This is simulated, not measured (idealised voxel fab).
Presented below is a process module, voxel self aligned vias.
225 nm wide, 5 nm square cells: that's cross-section cut.
Throughout this document, each cross-section is represented as a grid of square cells and is presented as a sequence of bands enumerated from the top downward, where a band comprises one or more rows of cells.
What a band's entry tells you: where the top is and where the bottom is, as heights in nm, and after that what lies inside, material by material from left to right, each with its width in nm. Empty space is written as the word "air", and a single material marked with the word "throughout" occupies the band from edge to edge.
It should be noted that heights are counted from 0, beneath which the wafer as supplied is of one material throughout, and that the lowest band possesses no lower boundary but continues downward, as written in "0 -> down".
Per-row width for "30 to 40": begins at first number (top row of band), ends at second number (bottom row), increment between rows held constant.
"no alterations made" means the step left every cell of the cross-section as it was.
The label "Voids, fully enclosed" introduces a list of the empty spaces, 8 cells or larger, that have no open way up to the top; each entry in it reads width x height at distance, where the distance is taken from the left edge and all three are stated in nm.
Formally, on a step line, whatever follows the settings is a remark that the simulator itself makes on the step.
Among the settings permitted on a step's line is "overlay nm"; applied to a step with a mask, it specifies the extent to which the mask lay to the right of its planned position, whereas a negative figure signifies a position to the left.

The process steps that were planned are listed below:
1 op RECEIVE | material Si
2 op CONFORMAL_DEP | material SiO2 | thk nm 15
3 op CONFORMAL_DEP | material SiCN | thk nm 5
4 op DIRECTIONAL_DEP | material lowk | thk nm 20
5 op PATTERN | tone open | mask id LINES | material resist | width nm 20 | pitch nm 65 | thk nm 15 | overlay nm 0
6 op DIRECTIONAL_ETCH | etch materials lowk | depth nm 20
7 op STRIP | etch materials resist
8 op CONFORMAL_DEP | material TiN | thk nm 5
9 op FILL_DEP | material Ru | thk nm 5
10 op CMP | height nm 40
11 op SELECTIVE_ETCH | etch materials W Ru TiN | depth nm 5
12 op FILL_DEP | material SiN | thk nm 10
13 op CMP | height nm 40
14 op DIRECTIONAL_DEP | material lowk | thk nm 15
15 op DIRECTIONAL_DEP | material aC | thk nm 15
16 op PATTERN | tone open | mask id VIAS | material resist | width nm 40 | pitch nm 65 | thk nm 35 | overlay nm 0
17 op DIRECTIONAL_ETCH | etch materials aC | depth nm 15
18 op STRIP | etch materials resist
19 op DIRECTIONAL_ETCH | etch materials lowk | depth nm 15
20 op DIRECTIONAL_ETCH | etch materials SiN | depth nm 5
21 op STRIP | etch materials aC
22 op CONFORMAL_DEP | material TiN | thk nm 5
23 op FILL_DEP | material W | thk nm 5
24 op CMP | height nm 55
25 op CONFORMAL_DEP | material SiCN | thk nm 5

Delivered wafer in cross-section: state after step 1:
	0 -> down = Si throughout
	Voids, fully enclosed: none

The cross-section shown corresponds to the wafer at the conclusion of the module. The initial structure and the process plan are those presented above; however, one mistake occurred in executing the plan:
	60 -> 55 = SiCN throughout
	55 -> 45 = lowk: 25, TiN: 5, W: 30, TiN: 5, lowk: 25, TiN: 5, W: 30, TiN: 5, lowk: 25, TiN: 5, W: 30, TiN: 5, lowk: 30
	45 -> 40 = lowk: 25, TiN: 15, W: 10, TiN: 15, lowk: 25, TiN: 15, W: 10, TiN: 15, lowk: 25, TiN: 15, W: 10, TiN: 15, lowk: 30
	40 -> 35 = lowk: 35, TiN: 20, lowk: 45, TiN: 20, lowk: 45, TiN: 20, lowk: 40
	35 -> 25 = lowk: 35, TiN: 5, Ru: 10, TiN: 5, lowk: 45, TiN: 5, Ru: 10, TiN: 5, lowk: 45, TiN: 5, Ru: 10, TiN: 5, lowk: 40
	25 -> 20 = lowk: 35, TiN: 20, lowk: 45, TiN: 20, lowk: 45, TiN: 20, lowk: 40
	20 -> 5 = SiO2 throughout
	5 -> 0 = SiCN throughout
	0 -> down = Si throughout
	Voids, fully enclosed: none
Plan not followed: step 2 ran in the slot meant for step 3, and vice versa
